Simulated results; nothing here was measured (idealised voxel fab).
Proc. module: voxel ribs on slabs
The cross-section on display is named cut; it measures 165 nm wide, and its cells are 5 nm squares.
Cross-section, as written here: a square-cell grid given band by band from the top down, where a band holds one or more rows of cells.
A band entry consists of two parts. The first gives the height of the band's top and the height of its bottom, in nm. The rest lists the band's materials from left to right, each with its width in nm. A single material labelled with the word "throughout" fills the band from edge to edge, and the word "air" marks empty space.
Height is counted from the level 0, under which the received wafer is composed throughout of one material. The lowest of the bands is not closed at the bottom but continues downward, in the notation "0 and below".
Per-row width for "30 to 40": begins at first number (top row of band), ends at second number (bottom row), increment between rows held constant.
"no modifications", as given for a step, is the statement that not any cell of the cross-section underwent a change during that step.
Entry "Closed empty spaces" = empty spaces >= 8 cells with no open way to the top; each as width x height at distance, distance from left edge, all nm.
Formally, on a step line, whatever follows the settings is a remark that the simulator itself makes on the step.
Among the settings permitted on a step's line is "overlay nm"; applied to a step with a mask, it specifies the extent to which the mask lay to the right of its planned position, whereas a negative figure signifies a position to the left.
-- Planned step list for the process
1) RECEIVE (material Si)
2) DIRECTIONAL_DEP (material SiO2; thk nm 20)
3) DIRECTIONAL_DEP (material SiN; thk nm 15)
4) PATTERN (tone cover; mask id RIB; material resist; width nm 15; thk nm 20; overlay nm 0)
5) DIRECTIONAL_ETCH (etch materials SiN; depth nm 5)
6) STRIP (etch materials resist)
7) MASKED_ETCH (tone cover; mask id SLAB; width nm 55; etch materials SiN; depth nm 10; overlay nm 0)
8) FILL_DEP (material SiO2; thk nm 25)
9) CMP (height nm 55)
10) DIRECTIONAL_DEP (material TiN; thk nm 10)
11) DIRECTIONAL_DEP (material aC; thk nm 10)
12) PATTERN (tone cover; mask id HEATER; material resist; width nm 25; thk nm 30; overlay nm 0)
13) DIRECTIONAL_ETCH (etch materials aC; depth nm 10)
14) STRIP (etch materials resist)
15) DIRECTIONAL_ETCH (etch materials TiN; depth nm 10)
16) STRIP (etch materials aC)
17) CONFORMAL_DEP (material SiO2; thk nm 10)
-- Delivered wafer in cross-section: state after step 1
  0 and below  Si throughout
  Closed empty spaces: none
-- Cross-sectional image of the first of two wafers at the end of the module, the run having proceeded as planned
  75 down to 65  air: 60  SiO2: 45  air: 60
  65 down to 55  SiO2: 70  TiN: 25  SiO2: 70
  55 down to 35  SiO2 throughout
  35 down to 30  SiO2: 75  SiN: 15  SiO2: 75
  30 down to 20  SiO2: 55  SiN: 55  SiO2: 55
  20 down to 0  SiO2 throughout
  0 and below  Si throughout
  Closed empty spaces: none
-- Wafer two (of two), end-of-module cross-section: start = wafer one, plan = wafer one, one run mistake
  75 down to 65  air: 60  SiO2: 45  air: 60
  65 down to 55  SiO2: 70  TiN: 25  SiO2: 70
  55 down to 50  SiO2: 75  SiN: 15  SiO2: 75
  50 down to 40  SiO2: 55  SiN: 55  SiO2: 55
  40 down to 0  SiO2 throughout
  0 and below  Si throughout
  Closed empty spaces: none
What was the processing mistake? it should be noted that step 2 of the plan was executed twice
The two final wafers agree on how many cells each material fills and disagree on which cells those are.
